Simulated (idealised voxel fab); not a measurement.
Presented below is a process module, voxel quadruple lines.
Square cell edge 5 nm, section width 165 nm, ID cut.
Format of a cross-section: grid, square cells. Given as bands. Order: top down. Band: one or more rows of cells. Band entry format. Leading values: height of top, height of bottom, nm. Remainder: materials in left-to-right order, each with its width in nm. Special words: "throughout" on a single material, which then fills the band edge to edge; "air", empty space. Where do heights start? At 0: under that level the wafer as delivered is made of one material only. And the lowest band has no floor; it just carries on downward, as in "0 down". Graded width ("30 to 40"): value in top row of band = first number; value in bottom row = second number; row-to-row change constant. "no change" for a step: no cell of the cross-section changed in that step. Any empty space of 8 cells or more lacking an open way to the top shows up in "Closed void roster" as width x height at distance, distance from the left edge, in nm. The remark found on a step's line after its settings is issued by the simulator itself and pertains to that step. On any step carrying a mask, the "overlay nm" setting, if present on the step's line, tells how far right of its planned place the mask lay; negative values point to the left.
# The process steps that were planned are listed below
step 1: RECEIVE: material Si
step 2: CONFORMAL_DEP: material SiO2, thk nm 10
step 3: DIRECTIONAL_DEP: material Ru, thk nm 10
step 4: DIRECTIONAL_DEP: material polySi, thk nm 20
step 5: DIRECTIONAL_DEP: material aC, thk nm 25
step 6: PATTERN: tone cover, mask id MANDREL, material resist, width nm 25, thk nm 35, overlay nm 0
step 7: DIRECTIONAL_ETCH: etch materials aC, depth nm 25
step 8: STRIP: etch materials resist
step 9: CONFORMAL_DEP: material SiO2, thk nm 15
step 10: DIRECTIONAL_ETCH: etch materials SiO2, depth nm 15
step 11: STRIP: etch materials aC
step 12: DIRECTIONAL_ETCH: etch materials polySi, depth nm 20
step 13: STRIP: etch materials SiO2
step 14: CONFORMAL_DEP: material SiN, thk nm 5
step 15: DIRECTIONAL_ETCH: etch materials SiN, depth nm 5
step 16: STRIP: etch materials polySi
step 17: DIRECTIONAL_ETCH: etch materials Ru, depth nm 10
step 18: STRIP: etch materials SiN
step 19: FILL_DEP: material lowk, thk nm 10
step 20: CMP: height nm 20
# As-received wafer cross-section (after step 1)
* 0 down = Si throughout
* Closed void roster: none
# As-planned run: cross-section of the first of two wafers at end of module
* 20 to 10 = 50 of lowk / 5 of Ru / 15 of lowk / 5 of Ru / 15 of lowk / 5 of Ru / 15 of lowk / 5 of Ru / 50 of lowk
* 10 to 0 = SiO2 throughout
* 0 down = Si throughout
* Closed void roster: none
# Second wafer cross-section at end of module - shared start and plan with the first, one mistake in the run
* 20 to 10 = 50 of lowk / 5 of Ru / 15 of lowk / 5 of Ru / 15 of lowk / 5 of Ru / 15 of lowk / 5 of Ru / 50 of lowk
* 10 to 0 = lowk throughout
* 0 down = Si throughout
* Closed void roster: none
Error vs. plan: rather than as planned, step 2 actually ran as CONFORMAL_DEP: material lowk, thk nm 10
At the finish, the second wafer shows more or fewer cells for some materials than the first does: SiO2: 66 fewer; lowk: 66 more
